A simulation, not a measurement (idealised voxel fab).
process module | voxel spacer lines
cross-section cut | 175 nm wide | cells 5 nm
A cross-section is a grid of square cells, given in bands from the top down. A band is one or more rows of cells.
Each band's line starts with the height of the band's top and of its bottom, in nm. Then come its materials from left to right, each with its width in nm. One material with "throughout" fills the band from edge to edge. "air" is empty space.
Height 0 is the level under which the wafer as received is all one material. The lowest band goes on downwards, as in "0 down".
A width such as "30 to 40" changes by the same amount from each row of cells to the next, from the band's top row to its bottom row.
"no change" after a step means that no cell of the cross-section changed.
closed voids: empty space of 8 cells or more with no open way to the top, each as width x height at its distance from the left edge, in nm
after a step's settings: what the simulator itself notes on the step
overlay nm, on a step with a mask: how far to the right of its planned place the mask lay; to the left if negative
plan
1 op RECEIVE | material Si
2 op CONFORMAL_DEP | material Al2O3 | thk nm 5
3 op DIRECTIONAL_DEP | material SiN | thk nm 10
4 op DIRECTIONAL_DEP | material polySi | thk nm 30
5 op PATTERN | tone cover | mask id MANDREL | material resist | width nm 15 | pitch nm 50 | thk nm 35 | overlay nm 0
6 op DIRECTIONAL_ETCH | etch materials polySi | depth nm 30
7 op STRIP | etch materials resist
8 op CONFORMAL_DEP | material SiO2 | thk nm 10
9 op DIRECTIONAL_ETCH | etch materials SiO2 | depth nm 10
10 op STRIP | etch materials polySi
11 op DIRECTIONAL_ETCH | etch materials SiN | depth nm 10
12 op STRIP | etch materials SiO2
13 op FILL_DEP | material SiO2 | thk nm 5
14 op CMP | height nm 15
as received, after step 1
  0 down: Si throughout
  closed voids: none
first wafer at the end, as planned
  15 to 5: SiO2 45 | SiN 10 | SiO2 15 | SiN 10 | SiO2 15 | SiN 10 | SiO2 15 | SiN 10 | SiO2 45
  5 to 0: Al2O3 throughout
  0 down: Si throughout
  closed voids: none
second wafer at the end: like start, like plan, one mistake
  15 to 5: polySi throughout
  5 to 0: Al2O3 throughout
  0 down: Si throughout
  closed voids: none
what went wrong: steps 3 and 4 were swapped
at the end the second wafer has, in cells: 16 fewer of SiN | 54 fewer of SiO2 | 70 more of polySi
